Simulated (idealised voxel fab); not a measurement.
Proc. module: voxel tone inversion
The width of the displayed cross-section, cut, is 180 nm; its cells are square, with a size of 5 nm.
The cross-sections in this document take the form of a grid made of square cells. They are written out as bands, in order from top to bottom. Each band consists of one or more rows of cells. What a band's entry tells you: where the top is and where the bottom is, as heights in nm, and after that what lies inside, material by material from left to right, each with its width in nm. Empty space is written as the word "blank", and a single material marked with the word "full width" occupies the band from edge to edge. Heights from 0 (as-received wafer is one material below). Bottom band endless downward, as "from 0 down". Width "30 to 40": first value at the band's top row of cells, second value at its bottom row, equal change from row to row. Basically "remains unaltered" means that step didn't change any cell in the cross-section. "Closed void list": sealed empty spaces, 8 cells or more, no open way to top, listed width x height at distance, with distance from the left edge and width, height and distance in nm. Post-settings text on a step line: simulator's own remark regarding the step. When a step includes a mask, the "overlay nm" setting on its line states how far to the right of its planned place that mask lay, and negative values state how far to the left.
Process steps foreseen in the plan:
| 1 | RECEIVE,material Si |
| 2 | CONFORMAL_DEP,material SiN,thk nm 5 |
| 3 | DIRECTIONAL_DEP,material aC,thk nm 15 |
| 4 | PATTERN,tone cover,mask id POSTS,material resist,width nm 20,pitch nm 35,thk nm 25,overlay nm 0 |
| 5 | DIRECTIONAL_ETCH,etch materials aC,depth nm 15 |
| 6 | STRIP,etch materials resist |
| 7 | FILL_DEP,material SiO2,thk nm 5 |
| 8 | CMP,height nm 20 |
| 9 | STRIP,etch materials aC |
The cross-section here shows the wafer as received, i.e. in its state after step 1:
> from 0 down: Si full width
> Closed void list: none
End state of the module in cross-section, given the above starting point and plan and one mistake in execution:
> from 20 to 5: SiO2: 50; blank: 15; SiO2: 20; blank: 15; SiO2: 20; blank: 15; SiO2: 45
> from 5 to 0: SiN full width
> from 0 down: Si full width
> Closed void list: none
what went wrong: step 4 deviated from plan and actually ran as PATTERN,tone cover,mask id POSTS,material resist,width nm 15,pitch nm 35,thk nm 25,overlay nm 0
